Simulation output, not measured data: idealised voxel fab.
Herein follows the process module entitled voxel capacitor over wiring.
The width of the displayed cross-section, cut, is 195 nm; its cells are square, with a size of 5 nm.
Just so we're on the same page, the cross-sections are grids of square cells, and they're listed out in bands top to bottom, each band one or more rows deep.
Band: top and bottom heights (nm) first, top before bottom; then materials from left to right, widths in nm. "edge to edge" marks a sole material filling the band edge to edge. "empty" denotes empty space.
Heads up on the height convention: 0 is the point under which the incoming wafer is all one material, and the lowest band has no bottom, it just keeps going down, like "0 nm and below".
Read "30 to 40" as a graded width: first number on top, second number at the bottom, same change between each pair of neighbouring rows.
For the purposes of this document, the phrase "no change occurred" attached to a step denotes that no cell within the cross-section was modified by that step.
"Cavities, closed" contains a list of empty spaces, each no smaller than 8 cells and without an open way to the top, written in the form width x height at distance with the distance from the left edge and all three in nm.
Formally, on a step line, whatever follows the settings is a remark that the simulator itself makes on the step.
overlay nm: on a step with a mask, how far right of its planned place the mask lay; negative means left.

# Steps in the process plan
1) RECEIVE: material Si
2) CONFORMAL_DEP: material SiO2, thk nm 10
3) DIRECTIONAL_DEP: material TiN, thk nm 5
4) DIRECTIONAL_DEP: material W, thk nm 25
5) PATTERN: tone cover, mask id METAL_1, material resist, width nm 25, pitch nm 90, thk nm 15, overlay nm 0
6) DIRECTIONAL_ETCH: etch materials W, depth nm 25
7) DIRECTIONAL_ETCH: etch materials TiN, depth nm 5
8) STRIP: etch materials resist
9) CONFORMAL_DEP: material SiN, thk nm 5
10) FILL_DEP: material SiO2, thk nm 5
11) CMP: height nm 40
12) CONFORMAL_DEP: material SiCN, thk nm 5
13) DIRECTIONAL_DEP: material SiO2, thk nm 20
14) DIRECTIONAL_DEP: material aC, thk nm 15
15) PATTERN: tone open, mask id PLUG_1, material resist, width nm 15, thk nm 35, overlay nm 0
16) DIRECTIONAL_ETCH: etch materials aC, depth nm 15
17) STRIP: etch materials resist
18) DIRECTIONAL_ETCH: etch materials SiO2, depth nm 20
19) DIRECTIONAL_ETCH: etch materials SiCN, depth nm 5
20) STRIP: etch materials aC
21) EPI: material Ru, thk nm 10
22) EPI: material Ru, thk nm 10
23) EPI: material Ru, thk nm 5
24) DIRECTIONAL_DEP: material TiN, thk nm 5
25) DIRECTIONAL_DEP: material Al2O3, thk nm 5
26) DIRECTIONAL_DEP: material TiN, thk nm 10
27) MASKED_ETCH: tone cover, mask id UPPER_PLATE, width nm 70, etch materials TiN, depth nm 10, overlay nm 0
28) MASKED_ETCH: tone cover, mask id UPPER_PLATE, width nm 70, etch materials Al2O3, depth nm 5, overlay nm 0
29) MASKED_ETCH: tone cover, mask id LOWER_PLATE, width nm 80, etch materials TiN, depth nm 5, overlay nm 0
30) FILL_DEP: material SiO2, thk nm 20
31) CMP: height nm 100
32) MASKED_ETCH: tone open, mask id PLUG_2, width nm 15, etch materials SiO2, depth nm 15, overlay nm 0
33) CONFORMAL_DEP: material TiN, thk nm 5
34) FILL_DEP: material Ru, thk nm 5
35) CMP: height nm 100
36) CONFORMAL_DEP: material SiCN, thk nm 5

# Cross-section, incoming material, after step 1
0 nm and below = Si edge to edge
Cavities, closed: none

# Look at the cross-section after the module: the wafer started out the way shown above and the plan was the one shown above, yet one mistake was made along the way
105 nm to 100 nm = SiCN edge to edge
100 nm to 90 nm = SiO2 (60), TiN (5), Ru (5), TiN (5), SiO2 (120)
90 nm to 85 nm = SiO2 (60), TiN (15), SiO2 (120)
85 nm to 75 nm = SiO2 (50), TiN (70), SiO2 (75)
75 nm to 70 nm = SiO2 (50), Al2O3 (70), SiO2 (75)
70 nm to 65 nm = SiO2 (45), TiN (80), SiO2 (70)
65 nm to 45 nm = SiO2 (50), Ru (20), SiO2 (125)
45 nm to 40 nm = SiCN (50), Ru (20), SiCN (125)
40 nm to 15 nm = SiO2 (35), SiN (5), W (25), SiN (5), SiO2 (55), SiN (5), W (25), SiN (5), SiO2 (35)
15 nm to 10 nm = SiN (40), TiN (25), SiN (65), TiN (25), SiN (40)
10 nm to 0 nm = SiO2 edge to edge
0 nm and below = Si edge to edge
Cavities, closed: none
Processing error: step 15 off recipe, ran as PATTERN: tone open, mask id PLUG_1, material resist, width nm 20, thk nm 35, overlay nm 0
